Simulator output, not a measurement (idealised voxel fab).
This section sets out a process module, namely voxel wiring stack.
The cross-section on display is named cut; it measures 260 nm wide, and its cells are 5 nm squares.
In what follows, cross-sections appear as grids of square cells, described through bands that run from the top down, where every band is one or more rows of cells. Heights first: top, then bottom, in nm. Then materials, left to right, each with a width in nm. "everywhere" on a single material: fills the band edge to edge. "air": empty space. Basically, 0 is our baseline, since under it the wafer straight out of the box is all one material. The bottom band has no lower end and keeps on going down, so it looks like "0 -> down". Quick explanation for "30 to 40": the width changes in equal steps down the rows of cells, from the first number in the band's top row to the second number in its bottom row. For the purposes of this document, the phrase "remained unchanged" attached to a step denotes that no cell within the cross-section was modified by that step. Basically, "Closed internal voids" tells you about the enclosed voids: empty spaces with no open way to the top, 8 cells or bigger, each written width x height at distance, where distance is from the left edge, all in nm. Text after the settings on a step's line: the simulator's own remark on that step. Regarding "overlay nm": on a step with a mask, it is the distance the mask lay to the right of its planned place; a negative value places it to the left.

PROCESS STEPS (PLANNED)
1. RECEIVE (material Si)
2. CONFORMAL_DEP (material SiO2; thk nm 10)
3. DIRECTIONAL_DEP (material TiN; thk nm 5)
4. DIRECTIONAL_DEP (material Ru; thk nm 25)
5. MASKED_ETCH (tone cover; mask id METAL_1; width nm 25; pitch nm 45; etch materials Ru; depth nm 25; overlay nm 0)
6. MASKED_ETCH (tone cover; mask id METAL_1; width nm 25; pitch nm 45; etch materials TiN; depth nm 5; overlay nm 0)
7. FILL_DEP (material lowk; thk nm 10)
8. CMP (height nm 40)
9. CONFORMAL_DEP (material SiCN; thk nm 5)
10. DIRECTIONAL_DEP (material lowk; thk nm 30)
11. PATTERN (tone open; mask id METAL_2; material resist; width nm 25; pitch nm 45; thk nm 20; overlay nm 0)
12. DIRECTIONAL_ETCH (etch materials lowk; depth nm 20)
13. STRIP (etch materials resist)
14. PATTERN (tone open; mask id METAL_2_HOLES; material resist; width nm 15; pitch nm 45; thk nm 15; overlay nm 0)
15. DIRECTIONAL_ETCH (etch materials lowk; depth nm 10)
16. DIRECTIONAL_ETCH (etch materials SiCN; depth nm 5)
17. STRIP (etch materials resist)
18. CONFORMAL_DEP (material TiN; thk nm 5)
19. FILL_DEP (material Ru; thk nm 5)
20. CMP (height nm 75)
21. CONFORMAL_DEP (material SiCN; thk nm 5)
22. DIRECTIONAL_DEP (material lowk; thk nm 10)
23. DIRECTIONAL_DEP (material aC; thk nm 10)
24. PATTERN (tone open; mask id PLUG_2; material resist; width nm 15; pitch nm 45; thk nm 30; overlay nm 0)
25. DIRECTIONAL_ETCH (etch materials aC; depth nm 10)
26. STRIP (etch materials resist)
27. DIRECTIONAL_ETCH (etch materials lowk; depth nm 10)
28. DIRECTIONAL_ETCH (etch materials SiCN; depth nm 5)
29. STRIP (etch materials aC)
30. EPI (material Ru; thk nm 10)
31. EPI (material Ru; thk nm 5)
32. DIRECTIONAL_DEP (material TiN; thk nm 5)
33. DIRECTIONAL_DEP (material W; thk nm 25)
34. PATTERN (tone cover; mask id METAL_3; material resist; width nm 25; pitch nm 45; thk nm 20; overlay nm 0)
35. DIRECTIONAL_ETCH (etch materials W; depth nm 25)
36. DIRECTIONAL_ETCH (etch materials TiN; depth nm 5)
37. STRIP (etch materials resist)
38. FILL_DEP (material lowk; thk nm 10)
39. CMP (height nm 120)
40. CONFORMAL_DEP (material SiN; thk nm 5)

FIRST OF TWO WAFERS, PROCESSED ACCORDING TO PLAN

CROSS-SECTION: WAFER ON ARRIVAL = AFTER STEP 1
    0 -> down: Si everywhere
    Closed internal voids: none

THE FOLLOWING CROSS-SECTION DEPICTS THE WAFER UPON COMPLETION OF STEP 2
    10 -> 0: SiO2 everywhere
    For the remainder of the cross-section, below 0, there is no change.

THE FOLLOWING CROSS-SECTION DEPICTS THE WAFER UPON COMPLETION OF STEP 3
    15 -> 10: TiN everywhere
    For the remainder of the cross-section, below 10, there is no change.

THE FOLLOWING CROSS-SECTION DEPICTS THE WAFER UPON COMPLETION OF STEP 4
    40 -> 15: Ru everywhere
    For the remainder of the cross-section, below 15, there is no change.

THE FOLLOWING CROSS-SECTION DEPICTS THE WAFER UPON COMPLETION OF STEP 5
    40 -> 15: air: 95 / Ru: 25 / air: 20 / Ru: 25 / air: 95
    For the remainder of the cross-section, below 15, there is no change.

THE FOLLOWING CROSS-SECTION DEPICTS THE WAFER UPON COMPLETION OF STEP 6
    40 -> 15: air: 95 / Ru: 25 / air: 20 / Ru: 25 / air: 95
    15 -> 10: air: 95 / TiN: 25 / air: 20 / TiN: 25 / air: 95
    For the remainder of the cross-section, below 10, there is no change.

THE FOLLOWING CROSS-SECTION DEPICTS THE WAFER UPON COMPLETION OF STEP 7
    50 -> 40: lowk everywhere
    40 -> 15: lowk: 95 / Ru: 25 / lowk: 20 / Ru: 25 / lowk: 95
    15 -> 10: lowk: 95 / TiN: 25 / lowk: 20 / TiN: 25 / lowk: 95
    For the remainder of the cross-section, below 10, there is no change.

THE FOLLOWING CROSS-SECTION DEPICTS THE WAFER UPON COMPLETION OF STEP 8
    40 -> 15: lowk: 95 / Ru: 25 / lowk: 20 / Ru: 25 / lowk: 95
    For the remainder of the cross-section, below 15, there is no change.

THE FOLLOWING CROSS-SECTION DEPICTS THE WAFER UPON COMPLETION OF STEP 9
    45 -> 40: SiCN everywhere
    For the remainder of the cross-section, below 40, there is no change.

THE FOLLOWING CROSS-SECTION DEPICTS THE WAFER UPON COMPLETION OF STEP 10
    75 -> 45: lowk everywhere
    For the remainder of the cross-section, below 45, there is no change.

THE FOLLOWING CROSS-SECTION DEPICTS THE WAFER UPON COMPLETION OF STEP 11
    95 -> 75: resist: 95 / air: 25 / resist: 20 / air: 25 / resist: 95
    For the remainder of the cross-section, below 75, there is no change.

THE FOLLOWING CROSS-SECTION DEPICTS THE WAFER UPON COMPLETION OF STEP 12
    95 -> 75: resist: 95 / air: 25 / resist: 20 / air: 25 / resist: 95
    75 -> 55: lowk: 95 / air: 25 / lowk: 20 / air: 25 / lowk: 95
    For the remainder of the cross-section, below 55, there is no change.

THE FOLLOWING CROSS-SECTION DEPICTS THE WAFER UPON COMPLETION OF STEP 13
    75 -> 55: lowk: 95 / air: 25 / lowk: 20 / air: 25 / lowk: 95
    For the remainder of the cross-section, below 55, there is no change.

THE FOLLOWING CROSS-SECTION DEPICTS THE WAFER UPON COMPLETION OF STEP 14
    90 -> 75: resist: 95 / air: 15 / resist: 30 / air: 15 / resist: 105
    75 -> 55: lowk: 95 / air: 15 / resist: 10 / lowk: 20 / air: 15 / resist: 10 / lowk: 95
    For the remainder of the cross-section, below 55, there is no change.

THE FOLLOWING CROSS-SECTION DEPICTS THE WAFER UPON COMPLETION OF STEP 15
    90 -> 75: resist: 95 / air: 15 / resist: 30 / air: 15 / resist: 105
    75 -> 55: lowk: 95 / air: 15 / resist: 10 / lowk: 20 / air: 15 / resist: 10 / lowk: 95
    55 -> 45: lowk: 95 / air: 15 / lowk: 30 / air: 15 / lowk: 105
    For the remainder of the cross-section, below 45, there is no change.

THE FOLLOWING CROSS-SECTION DEPICTS THE WAFER UPON COMPLETION OF STEP 16
    90 -> 75: resist: 95 / air: 15 / resist: 30 / air: 15 / resist: 105
    75 -> 55: lowk: 95 / air: 15 / resist: 10 / lowk: 20 / air: 15 / resist: 10 / lowk: 95
    55 -> 45: lowk: 95 / air: 15 / lowk: 30 / air: 15 / lowk: 105
    45 -> 40: SiCN: 95 / air: 15 / SiCN: 30 / air: 15 / SiCN: 105
    For the remainder of the cross-section, below 40, there is no change.

THE FOLLOWING CROSS-SECTION DEPICTS THE WAFER UPON COMPLETION OF STEP 17
    75 -> 55: lowk: 95 / air: 25 / lowk: 20 / air: 25 / lowk: 95
    For the remainder of the cross-section, below 55, there is no change.

THE FOLLOWING CROSS-SECTION DEPICTS THE WAFER UPON COMPLETION OF STEP 18
    80 -> 75: TiN: 100 / air: 15 / TiN: 30 / air: 15 / TiN: 100
    75 -> 60: lowk: 95 / TiN: 5 / air: 15 / TiN: 5 / lowk: 20 / TiN: 5 / air: 15 / TiN: 5 / lowk: 95
    60 -> 55: lowk: 95 / TiN: 5 / air: 5 / TiN: 15 / lowk: 20 / TiN: 5 / air: 5 / TiN: 15 / lowk: 95
    55 -> 45: lowk: 95 / TiN: 5 / air: 5 / TiN: 5 / lowk: 30 / TiN: 5 / air: 5 / TiN: 5 / lowk: 105
    45 -> 40: SiCN: 95 / TiN: 15 / SiCN: 30 / TiN: 15 / SiCN: 105
    For the remainder of the cross-section, below 40, there is no change.

THE FOLLOWING CROSS-SECTION DEPICTS THE WAFER UPON COMPLETION OF STEP 19
    85 -> 80: Ru everywhere
    80 -> 75: TiN: 100 / Ru: 15 / TiN: 30 / Ru: 15 / TiN: 100
    75 -> 60: lowk: 95 / TiN: 5 / Ru: 15 / TiN: 5 / lowk: 20 / TiN: 5 / Ru: 15 / TiN: 5 / lowk: 95
    60 -> 55: lowk: 95 / TiN: 5 / Ru: 5 / TiN: 15 / lowk: 20 / TiN: 5 / Ru: 5 / TiN: 15 / lowk: 95
    55 -> 45: lowk: 95 / TiN: 5 / Ru: 5 / TiN: 5 / lowk: 30 / TiN: 5 / Ru: 5 / TiN: 5 / lowk: 105
    For the remainder of the cross-section, below 45, there is no change.

THE FOLLOWING CROSS-SECTION DEPICTS THE WAFER UPON COMPLETION OF STEP 20
    75 -> 60: lowk: 95 / TiN: 5 / Ru: 15 / TiN: 5 / lowk: 20 / TiN: 5 / Ru: 15 / TiN: 5 / lowk: 95
    For the remainder of the cross-section, below 60, there is no change.

THE FOLLOWING CROSS-SECTION DEPICTS THE WAFER UPON COMPLETION OF STEP 21
    80 -> 75: SiCN everywhere
    For the remainder of the cross-section, below 75, there is no change.

THE FOLLOWING CROSS-SECTION DEPICTS THE WAFER UPON COMPLETION OF STEP 22
    90 -> 80: lowk everywhere
    For the remainder of the cross-section, below 80, there is no change.

THE FOLLOWING CROSS-SECTION DEPICTS THE WAFER UPON COMPLETION OF STEP 23
    100 -> 90: aC everywhere
    For the remainder of the cross-section, below 90, there is no change.

THE FOLLOWING CROSS-SECTION DEPICTS THE WAFER UPON COMPLETION OF STEP 24
    130 -> 100: resist: 95 / air: 15 / resist: 30 / air: 15 / resist: 105
    For the remainder of the cross-section, below 100, there is no change.

THE FOLLOWING CROSS-SECTION DEPICTS THE WAFER UPON COMPLETION OF STEP 25
    120 -> 100: resist: 95 / air: 15 / resist: 30 / air: 15 / resist: 105
    100 -> 90: aC: 95 / air: 15 / aC: 30 / air: 15 / aC: 105
    For the remainder of the cross-section, below 90, there is no change.

THE FOLLOWING CROSS-SECTION DEPICTS THE WAFER UPON COMPLETION OF STEP 26
    100 -> 90: aC: 95 / air: 15 / aC: 30 / air: 15 / aC: 105
    For the remainder of the cross-section, below 90, there is no change.

THE FOLLOWING CROSS-SECTION DEPICTS THE WAFER UPON COMPLETION OF STEP 27
    100 -> 90: aC: 95 / air: 15 / aC: 30 / air: 15 / aC: 105
    90 -> 80: lowk: 95 / air: 15 / lowk: 30 / air: 15 / lowk: 105
    For the remainder of the cross-section, below 80, there is no change.

THE FOLLOWING CROSS-SECTION DEPICTS THE WAFER UPON COMPLETION OF STEP 28
    100 -> 90: aC: 95 / air: 15 / aC: 30 / air: 15 / aC: 105
    90 -> 80: lowk: 95 / air: 15 / lowk: 30 / air: 15 / lowk: 105
    80 -> 75: SiCN: 95 / air: 15 / SiCN: 30 / air: 15 / SiCN: 105
    For the remainder of the cross-section, below 75, there is no change.

THE FOLLOWING CROSS-SECTION DEPICTS THE WAFER UPON COMPLETION OF STEP 29
    90 -> 80: lowk: 95 / air: 15 / lowk: 30 / air: 15 / lowk: 105
    For the remainder of the cross-section, below 80, there is no change.

THE FOLLOWING CROSS-SECTION DEPICTS THE WAFER UPON COMPLETION OF STEP 30
    90 -> 85: lowk: 95 / air: 15 / lowk: 30 / air: 15 / lowk: 105
    85 -> 80: lowk: 95 / Ru: 15 / lowk: 30 / Ru: 15 / lowk: 105
    80 -> 75: SiCN: 95 / Ru: 15 / SiCN: 30 / Ru: 15 / SiCN: 105
    For the remainder of the cross-section, below 75, there is no change.

THE FOLLOWING CROSS-SECTION DEPICTS THE WAFER UPON COMPLETION OF STEP 31
    90 -> 80: lowk: 95 / Ru: 15 / lowk: 30 / Ru: 15 / lowk: 105
    For the remainder of the cross-section, below 80, there is no change.

THE FOLLOWING CROSS-SECTION DEPICTS THE WAFER UPON COMPLETION OF STEP 32
    95 -> 90: TiN everywhere
    For the remainder of the cross-section, below 90, there is no change.

THE FOLLOWING CROSS-SECTION DEPICTS THE WAFER UPON COMPLETION OF STEP 33
    120 -> 95: W everywhere
    For the remainder of the cross-section, below 95, there is no change.

THE FOLLOWING CROSS-SECTION DEPICTS THE WAFER UPON COMPLETION OF STEP 34
    140 -> 120: air: 95 / resist: 25 / air: 20 / resist: 25 / air: 95
    For the remainder of the cross-section, below 120, there is no change.

THE FOLLOWING CROSS-SECTION DEPICTS THE WAFER UPON COMPLETION OF STEP 35
    140 -> 120: air: 95 / resist: 25 / air: 20 / resist: 25 / air: 95
    120 -> 95: air: 95 / W: 25 / air: 20 / W: 25 / air: 95
    For the remainder of the cross-section, below 95, there is no change.

THE FOLLOWING CROSS-SECTION DEPICTS THE WAFER UPON COMPLETION OF STEP 36
    140 -> 120: air: 95 / resist: 25 / air: 20 / resist: 25 / air: 95
    120 -> 95: air: 95 / W: 25 / air: 20 / W: 25 / air: 95
    95 -> 90: air: 95 / TiN: 25 / air: 20 / TiN: 25 / air: 95
    For the remainder of the cross-section, below 90, there is no change.

THE FOLLOWING CROSS-SECTION DEPICTS THE WAFER UPON COMPLETION OF STEP 37
    120 -> 95: air: 95 / W: 25 / air: 20 / W: 25 / air: 95
    For the remainder of the cross-section, below 95, there is no change.

THE FOLLOWING CROSS-SECTION DEPICTS THE WAFER UPON COMPLETION OF STEP 38
    130 -> 120: lowk everywhere
    120 -> 95: lowk: 95 / W: 25 / lowk: 20 / W: 25 / lowk: 95
    95 -> 90: lowk: 95 / TiN: 25 / lowk: 20 / TiN: 25 / lowk: 95
    For the remainder of the cross-section, below 90, there is no change.

THE FOLLOWING CROSS-SECTION DEPICTS THE WAFER UPON COMPLETION OF STEP 39
    120 -> 95: lowk: 95 / W: 25 / lowk: 20 / W: 25 / lowk: 95
    For the remainder of the cross-section, below 95, there is no change.

THE FOLLOWING CROSS-SECTION DEPICTS THE WAFER UPON COMPLETION OF STEP 40
    125 -> 120: SiN everywhere
    For the remainder of the cross-section, below 120, there is no change.

SECOND WAFER: LIKE START, LIKE PLAN, ONE MISTAKE. THROUGH STEP 13 IT MATCHES THE FIRST WAFER

CROSS-SECTION: SECOND WAFER, TIME AT WHICH STEP 14 WAS SCHEDULED TO END
    90 -> 75: resist: 90 / air: 15 / resist: 30 / air: 15 / resist: 110
    75 -> 55: lowk: 95 / air: 10 / resist: 15 / lowk: 20 / air: 10 / resist: 15 / lowk: 95
    For the remainder of the cross-section, below 55, there is no change.

CROSS-SECTION: SECOND WAFER, TIME AT WHICH STEP 15 WAS SCHEDULED TO END
    90 -> 75: resist: 90 / air: 15 / resist: 30 / air: 15 / resist: 110
    75 -> 65: lowk: 90 / air: 15 / resist: 15 / lowk: 15 / air: 15 / resist: 15 / lowk: 95
    65 -> 55: lowk: 95 / air: 10 / resist: 15 / lowk: 20 / air: 10 / resist: 15 / lowk: 95
    55 -> 45: lowk: 95 / air: 10 / lowk: 35 / air: 10 / lowk: 110
    For the remainder of the cross-section, below 45, there is no change.

CROSS-SECTION: SECOND WAFER, TIME AT WHICH STEP 16 WAS SCHEDULED TO END
    90 -> 75: resist: 90 / air: 15 / resist: 30 / air: 15 / resist: 110
    75 -> 65: lowk: 90 / air: 15 / resist: 15 / lowk: 15 / air: 15 / resist: 15 / lowk: 95
    65 -> 55: lowk: 95 / air: 10 / resist: 15 / lowk: 20 / air: 10 / resist: 15 / lowk: 95
    55 -> 45: lowk: 95 / air: 10 / lowk: 35 / air: 10 / lowk: 110
    45 -> 40: SiCN: 95 / air: 10 / SiCN: 35 / air: 10 / SiCN: 110
    For the remainder of the cross-section, below 40, there is no change.

CROSS-SECTION: SECOND WAFER, TIME AT WHICH STEP 17 WAS SCHEDULED TO END
    75 -> 65: lowk: 90 / air: 30 / lowk: 15 / air: 30 / lowk: 95
    65 -> 55: lowk: 95 / air: 25 / lowk: 20 / air: 25 / lowk: 95
    For the remainder of the cross-section, below 55, there is no change.

CROSS-SECTION: SECOND WAFER, TIME AT WHICH STEP 18 WAS SCHEDULED TO END
    80 -> 75: TiN: 95 / air: 20 / TiN: 25 / air: 20 / TiN: 100
    75 -> 65: lowk: 90 / TiN: 5 to 10 / air: 20 to 15 / TiN: 5 / lowk: 15 / TiN: 5 to 10 / air: 20 to 15 / TiN: 5 / lowk: 95
    65 -> 60: lowk: 95 / TiN: 5 / air: 15 / TiN: 5 / lowk: 20 / TiN: 5 / air: 15 / TiN: 5 / lowk: 95
    60 -> 55: lowk: 95 / TiN: 25 / lowk: 20 / TiN: 25 / lowk: 95
    55 -> 45: lowk: 95 / TiN: 10 / lowk: 35 / TiN: 10 / lowk: 110
    45 -> 40: SiCN: 95 / TiN: 10 / SiCN: 35 / TiN: 10 / SiCN: 110
    For the remainder of the cross-section, below 40, there is no change.

CROSS-SECTION: SECOND WAFER, TIME AT WHICH STEP 19 WAS SCHEDULED TO END
    85 -> 80: Ru everywhere
    80 -> 75: TiN: 95 / Ru: 20 / TiN: 25 / Ru: 20 / TiN: 100
    75 -> 65: lowk: 90 / TiN: 5 to 10 / Ru: 20 to 15 / TiN: 5 / lowk: 15 / TiN: 5 to 10 / Ru: 20 to 15 / TiN: 5 / lowk: 95
    65 -> 60: lowk: 95 / TiN: 5 / Ru: 15 / TiN: 5 / lowk: 20 / TiN: 5 / Ru: 15 / TiN: 5 / lowk: 95
    For the remainder of the cross-section, below 60, there is no change.

CROSS-SECTION: SECOND WAFER, TIME AT WHICH STEP 20 WAS SCHEDULED TO END
    75 -> 65: lowk: 90 / TiN: 5 to 10 / Ru: 20 to 15 / TiN: 5 / lowk: 15 / TiN: 5 to 10 / Ru: 20 to 15 / TiN: 5 / lowk: 95
    For the remainder of the cross-section, below 65, there is no change.

CROSS-SECTION: SECOND WAFER, TIME AT WHICH STEP 21 WAS SCHEDULED TO END
    80 -> 75: SiCN everywhere
    For the remainder of the cross-section, below 75, there is no change.

CROSS-SECTION: SECOND WAFER, TIME AT WHICH STEP 22 WAS SCHEDULED TO END
    90 -> 80: lowk everywhere
    For the remainder of the cross-section, below 80, there is no change.

CROSS-SECTION: SECOND WAFER, TIME AT WHICH STEP 23 WAS SCHEDULED TO END
    100 -> 90: aC everywhere
    For the remainder of the cross-section, below 90, there is no change.

CROSS-SECTION: SECOND WAFER, TIME AT WHICH STEP 24 WAS SCHEDULED TO END
    130 -> 100: resist: 95 / air: 15 / resist: 30 / air: 15 / resist: 105
    For the remainder of the cross-section, below 100, there is no change.

CROSS-SECTION: SECOND WAFER, TIME AT WHICH STEP 25 WAS SCHEDULED TO END
    120 -> 100: resist: 95 / air: 15 / resist: 30 / air: 15 / resist: 105
    100 -> 90: aC: 95 / air: 15 / aC: 30 / air: 15 / aC: 105
    For the remainder of the cross-section, below 90, there is no change.

CROSS-SECTION: SECOND WAFER, TIME AT WHICH STEP 26 WAS SCHEDULED TO END
    100 -> 90: aC: 95 / air: 15 / aC: 30 / air: 15 / aC: 105
    For the remainder of the cross-section, below 90, there is no change.

CROSS-SECTION: SECOND WAFER, TIME AT WHICH STEP 27 WAS SCHEDULED TO END
    100 -> 90: aC: 95 / air: 15 / aC: 30 / air: 15 / aC: 105
    90 -> 80: lowk: 95 / air: 15 / lowk: 30 / air: 15 / lowk: 105
    For the remainder of the cross-section, below 80, there is no change.

CROSS-SECTION: SECOND WAFER, TIME AT WHICH STEP 28 WAS SCHEDULED TO END
    100 -> 90: aC: 95 / air: 15 / aC: 30 / air: 15 / aC: 105
    90 -> 80: lowk: 95 / air: 15 / lowk: 30 / air: 15 / lowk: 105
    80 -> 75: SiCN: 95 / air: 15 / SiCN: 30 / air: 15 / SiCN: 105
    For the remainder of the cross-section, below 75, there is no change.

CROSS-SECTION: SECOND WAFER, TIME AT WHICH STEP 29 WAS SCHEDULED TO END
    90 -> 80: lowk: 95 / air: 15 / lowk: 30 / air: 15 / lowk: 105
    For the remainder of the cross-section, below 80, there is no change.

CROSS-SECTION: SECOND WAFER, TIME AT WHICH STEP 30 WAS SCHEDULED TO END
    90 -> 85: lowk: 95 / air: 15 / lowk: 30 / air: 15 / lowk: 105
    85 -> 80: lowk: 95 / Ru: 15 / lowk: 30 / Ru: 15 / lowk: 105
    80 -> 75: SiCN: 95 / Ru: 15 / SiCN: 30 / Ru: 15 / SiCN: 105
    For the remainder of the cross-section, below 75, there is no change.

CROSS-SECTION: SECOND WAFER, TIME AT WHICH STEP 31 WAS SCHEDULED TO END
    90 -> 80: lowk: 95 / Ru: 15 / lowk: 30 / Ru: 15 / lowk: 105
    For the remainder of the cross-section, below 80, there is no change.

CROSS-SECTION: SECOND WAFER, TIME AT WHICH STEP 32 WAS SCHEDULED TO END
    95 -> 90: TiN everywhere
    For the remainder of the cross-section, below 90, there is no change.

CROSS-SECTION: SECOND WAFER, TIME AT WHICH STEP 33 WAS SCHEDULED TO END
    120 -> 95: W everywhere
    For the remainder of the cross-section, below 95, there is no change.

CROSS-SECTION: SECOND WAFER, TIME AT WHICH STEP 34 WAS SCHEDULED TO END
    140 -> 120: air: 95 / resist: 25 / air: 20 / resist: 25 / air: 95
    For the remainder of the cross-section, below 120, there is no change.

CROSS-SECTION: SECOND WAFER, TIME AT WHICH STEP 35 WAS SCHEDULED TO END
    140 -> 120: air: 95 / resist: 25 / air: 20 / resist: 25 / air: 95
    120 -> 95: air: 95 / W: 25 / air: 20 / W: 25 / air: 95
    For the remainder of the cross-section, below 95, there is no change.

CROSS-SECTION: SECOND WAFER, TIME AT WHICH STEP 36 WAS SCHEDULED TO END
    140 -> 120: air: 95 / resist: 25 / air: 20 / resist: 25 / air: 95
    120 -> 95: air: 95 / W: 25 / air: 20 / W: 25 / air: 95
    95 -> 90: air: 95 / TiN: 25 / air: 20 / TiN: 25 / air: 95
    For the remainder of the cross-section, below 90, there is no change.

CROSS-SECTION: SECOND WAFER, TIME AT WHICH STEP 37 WAS SCHEDULED TO END
    120 -> 95: air: 95 / W: 25 / air: 20 / W: 25 / air: 95
    For the remainder of the cross-section, below 95, there is no change.

CROSS-SECTION: SECOND WAFER, TIME AT WHICH STEP 38 WAS SCHEDULED TO END
    130 -> 120: lowk everywhere
    120 -> 95: lowk: 95 / W: 25 / lowk: 20 / W: 25 / lowk: 95
    95 -> 90: lowk: 95 / TiN: 25 / lowk: 20 / TiN: 25 / lowk: 95
    For the remainder of the cross-section, below 90, there is no change.

CROSS-SECTION: SECOND WAFER, TIME AT WHICH STEP 39 WAS SCHEDULED TO END
    120 -> 95: lowk: 95 / W: 25 / lowk: 20 / W: 25 / lowk: 95
    For the remainder of the cross-section, below 95, there is no change.

CROSS-SECTION: SECOND WAFER, TIME AT WHICH STEP 40 WAS SCHEDULED TO END
    125 -> 120: SiN everywhere
    For the remainder of the cross-section, below 120, there is no change.
Run error: contrary to plan, step 14 was performed as PATTERN (tone open; mask id METAL_2_HOLES; material resist; width nm 15; pitch nm 45; thk nm 15; overlay nm -5)
Materials where the second wafer ends with more or fewer cells than the first: -4 Ru, +2 SiCN, +2 TiN
